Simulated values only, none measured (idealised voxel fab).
This section sets out a process module, namely voxel capacitor over wiring.
FYI the section here is cut, 225 nm wide, cells are 5 nm squares.
The cross-sections in this document take the form of a grid made of square cells. They are written out as bands, in order from top to bottom. Each band consists of one or more rows of cells. What a band's entry tells you: where the top is and where the bottom is, as heights in nm, and after that what lies inside, material by material from left to right, each with its width in nm. Empty space is written as the word "air", and a single material marked with the word "throughout" occupies the band from edge to edge. A quick word on heights: they are counted from 0, and under that level the wafer as it came to us is one material throughout. The lowest band is different from the rest in having no bottom; it simply continues downward, written as in "0 -> down". Read "30 to 40" as a graded width: first number on top, second number at the bottom, same change between each pair of neighbouring rows. "remained unchanged" means the step left every cell of the cross-section as it was. "Enclosed empty spaces" enumerates empty spaces isolated from the top, with no open way to it, that contain at least 8 cells, giving each as width x height at distance from the left edge, all three in nm. Text after the settings on a step's line: the simulator's own remark on that step. On any step carrying a mask, the "overlay nm" setting, if present on the step's line, tells how far right of its planned place the mask lay; negative values point to the left.

Planned process steps
1) RECEIVE | material Si
2) CONFORMAL_DEP | material SiO2 | thk nm 10
3) DIRECTIONAL_DEP | material TiN | thk nm 5
4) DIRECTIONAL_DEP | material W | thk nm 25
5) DIRECTIONAL_DEP | material aC | thk nm 15
6) PATTERN | tone cover | mask id METAL_1 | material resist | width nm 20 | pitch nm 90 | thk nm 30 | overlay nm 0
7) DIRECTIONAL_ETCH | etch materials aC | depth nm 15
8) STRIP | etch materials resist
9) DIRECTIONAL_ETCH | etch materials W | depth nm 25
10) DIRECTIONAL_ETCH | etch materials TiN | depth nm 5
11) STRIP | etch materials aC
12) FILL_DEP | material lowk | thk nm 5
13) CMP | height nm 40
14) CONFORMAL_DEP | material SiCN | thk nm 5
15) DIRECTIONAL_DEP | material SiO2 | thk nm 15
16) DIRECTIONAL_DEP | material aC | thk nm 15
17) PATTERN | tone open | mask id PLUG_1 | material resist | width nm 15 | thk nm 35 | overlay nm 0
18) DIRECTIONAL_ETCH | etch materials aC | depth nm 15
19) STRIP | etch materials resist
20) DIRECTIONAL_ETCH | etch materials SiO2 | depth nm 15
21) DIRECTIONAL_ETCH | etch materials SiCN | depth nm 5
22) STRIP | etch materials aC
23) EPI | material Ru | thk nm 10
24) EPI | material Ru | thk nm 10
25) DIRECTIONAL_DEP | material TiN | thk nm 10
26) DIRECTIONAL_DEP | material Al2O3 | thk nm 5
27) DIRECTIONAL_DEP | material TiN | thk nm 5
28) DIRECTIONAL_DEP | material aC | thk nm 15
29) PATTERN | tone cover | mask id UPPER_PLATE | material resist | width nm 75 | thk nm 35 | overlay nm 0
30) DIRECTIONAL_ETCH | etch materials aC | depth nm 15
31) STRIP | etch materials resist
32) DIRECTIONAL_ETCH | etch materials TiN | depth nm 5
33) DIRECTIONAL_ETCH | etch materials Al2O3 | depth nm 5
34) STRIP | etch materials aC
35) PATTERN | tone cover | mask id LOWER_PLATE | material resist | width nm 85 | thk nm 15 | overlay nm 0
36) DIRECTIONAL_ETCH | etch materials TiN | depth nm 10
37) STRIP | etch materials resist
38) FILL_DEP | material SiO2 | thk nm 15
39) CMP | height nm 90
40) MASKED_ETCH | tone open | mask id PLUG_2 | width nm 15 | etch materials SiO2 | depth nm 10 | overlay nm 0
41) CONFORMAL_DEP | material TiN | thk nm 5
42) FILL_DEP | material Ru | thk nm 5
43) CMP | height nm 90
44) CONFORMAL_DEP | material SiCN | thk nm 5

So this is the incoming wafer in cross-section - it's already been through step 1
    0 -> down | Si throughout
    Enclosed empty spaces: none

End state of the module in cross-section, given the above starting point and plan and one mistake in execution
    95 -> 90 | SiCN throughout
    90 -> 85 | SiO2 70, then TiN 5, then Al2O3 60, then SiO2 90
    85 -> 80 | SiO2 55, then TiN 5, then SiO2 10, then TiN 70, then SiO2 85
    80 -> 75 | SiO2 55, then TiN 85, then SiO2 85
    75 -> 70 | SiO2 60, then Al2O3 15, then SiO2 150
    70 -> 60 | SiO2 60, then TiN 15, then SiO2 150
    60 -> 45 | SiO2 throughout
    45 -> 40 | SiCN throughout
    40 -> 15 | lowk 55, then W 20, then lowk 70, then W 20, then lowk 60
    15 -> 10 | lowk 55, then TiN 20, then lowk 70, then TiN 20, then lowk 60
    10 -> 0 | SiO2 throughout
    0 -> down | Si throughout
    Enclosed empty spaces: none
What broke from the plan during processing? step 15 of the plan was twice carried out
